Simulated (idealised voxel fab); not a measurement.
The following process module bears the name voxel spacer lines.
In the cross-section labelled cut, the width is 180 nm and each square cell is 5 nm.
Notation: cross-section as square-cell grid; stated in bands, top first, going down; one or more cell rows per band.
For a band, the entry starts with two heights in nm, that of the top and then that of the bottom, and carries on with the band's materials in order from left to right, each alongside its width in nm; the word "edge to edge" beside a single material means it fills the band edge to edge, and "air" means empty space.
Heights from 0 (as-received wafer is one material below). Bottom band endless downward, as "top 0, no bottom".
Width spec "30 to 40" -> top row of cells at first value, bottom row at second value, equal per-row change in between.
For the purposes of this document, the phrase "all unchanged" attached to a step denotes that no cell within the cross-section was modified by that step.
Look at "Closed void entries" for the closed voids: empty spaces with no open path to the top, sized 8 cells or up. Each is width x height at distance, distance from the left edge, all nm.
Past the settings on a step's line: simulator remark, on that step.
"overlay nm" denotes, for a step that has a mask, the displacement of the mask to the right of its planned place, with negative values corresponding to the left.

## Intended process steps
1) op RECEIVE | material Si
2) op CONFORMAL_DEP | material Al2O3 | thk nm 5
3) op DIRECTIONAL_DEP | material TiN | thk nm 15
4) op DIRECTIONAL_DEP | material polySi | thk nm 25
5) op PATTERN | tone cover | mask id MANDREL | material resist | width nm 25 | pitch nm 80 | thk nm 30 | overlay nm 0
6) op DIRECTIONAL_ETCH | etch materials polySi | depth nm 25
7) op STRIP | etch materials resist
8) op CONFORMAL_DEP | material SiO2 | thk nm 15
9) op DIRECTIONAL_ETCH | etch materials SiO2 | depth nm 15
10) op STRIP | etch materials polySi
11) op DIRECTIONAL_ETCH | etch materials TiN | depth nm 15
12) op STRIP | etch materials SiO2

## Cross-sectional view of the wafer in its as-received condition, corresponding to the state after step 1
> top 0, no bottom = Si edge to edge
> Closed void entries: none

## As-planned run: cross-section of the first of two wafers at end of module
> top 20, bottom 5 = air (20) | TiN (15) | air (25) | TiN (15) | air (25) | TiN (15) | air (25) | TiN (15) | air (25)
> top 5, bottom 0 = Al2O3 edge to edge
> top 0, no bottom = Si edge to edge
> Closed void entries: none

## This is the second of the two wafers, cross-sectioned at the end of the module; it started exactly like the first and was given the same plan, but it was run with one mistake
> top 15, bottom 0 = air (20) | TiN (15) | air (25) | TiN (15) | air (25) | TiN (15) | air (25) | TiN (15) | air (25)
> top 0, no bottom = Si edge to edge
> Closed void entries: none
The plan and the run diverged here: step 2 of the plan was bypassed and not carried out
Final cells, second wafer relative to first, materials higher or lower: Al2O3 -36
